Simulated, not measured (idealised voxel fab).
You're looking at the process module voxel released beams.
We display cut, a cross-section 255 nm in width whose square cells are each 5 nm.
How to read a cross-section here: the picture is a grid of square cells, written as bands going from the top down, and any band can span one or more rows of cells. Within each band entry, the heights of the top and of the bottom of the band appear first, in that order and in nm; the materials of the band then follow from left to right, each with its corresponding width in nm. The designation "full width" on a single material indicates that it fills the band from edge to edge; the designation "air" indicates empty space. Beneath 0, the wafer as received is one material, and that level is where height counting begins. The lowest band goes on downward without a bottom; it is written like "0 down". The two numbers in a width such as "30 to 40" mark its ends across the band: the first belongs to the top row of cells, the second to the bottom row, and from each row to the next the width moves by the same amount. You'll sometimes find "remained the same" written for a step, and that's the way of saying that nowhere in the cross-section did a cell change during that step. "Sealed voids" - sealed voids, min. 8 cells, no opening to top; format: width x height at distance (distance from left edge; nm throughout). What comes after the settings on a step's line is commentary from the simulator itself on that step. A step line may carry the setting "overlay nm", which, for steps involving a mask, states the distance by which the mask lay to the right of its intended position; negative values denote displacement to the left.
Steps in the process plan
- 1: RECEIVE: material Si
- 2: CONFORMAL_DEP: material SiN, thk nm 5
- 3: DIRECTIONAL_DEP: material SiO2, thk nm 20
- 4: MASKED_ETCH: tone open, mask id ANCHOR, width nm 35, etch materials SiO2, depth nm 20, overlay nm 0
- 5: CONFORMAL_DEP: material W, thk nm 10
- 6: DIRECTIONAL_DEP: material aC, thk nm 15
- 7: PATTERN: tone cover, mask id BEAM, material resist, width nm 85, thk nm 30, overlay nm 0
- 8: DIRECTIONAL_ETCH: etch materials aC, depth nm 15
- 9: STRIP: etch materials resist
- 10: DIRECTIONAL_ETCH: etch materials W, depth nm 10
- 11: STRIP: etch materials aC
- 12: STRIP: etch materials SiO2
Cross-section: wafer on arrival = after step 1
* 0 down = Si full width
* Sealed voids: none
Below is the wafer in cross-section after the module was completed. It began from the starting point shown above and followed the plan shown above, except that one mistake was made while running it
* 35 to 25 = 85 nm air | 10 nm W | 15 nm air | 55 nm W | 90 nm air
* 25 to 15 = 85 nm air | 10 nm W | 15 nm air | 10 nm W | 135 nm air
* 15 to 5 = 85 nm air | 35 nm W | 135 nm air
* 5 to 0 = SiN full width
* 0 down = Si full width
* Sealed voids: none
It is concluded that the wafer was processed incorrectly with respect to the plan, in that step 7 off recipe, ran as PATTERN: tone cover, mask id BEAM, material resist, width nm 80, thk nm 30, overlay nm 0
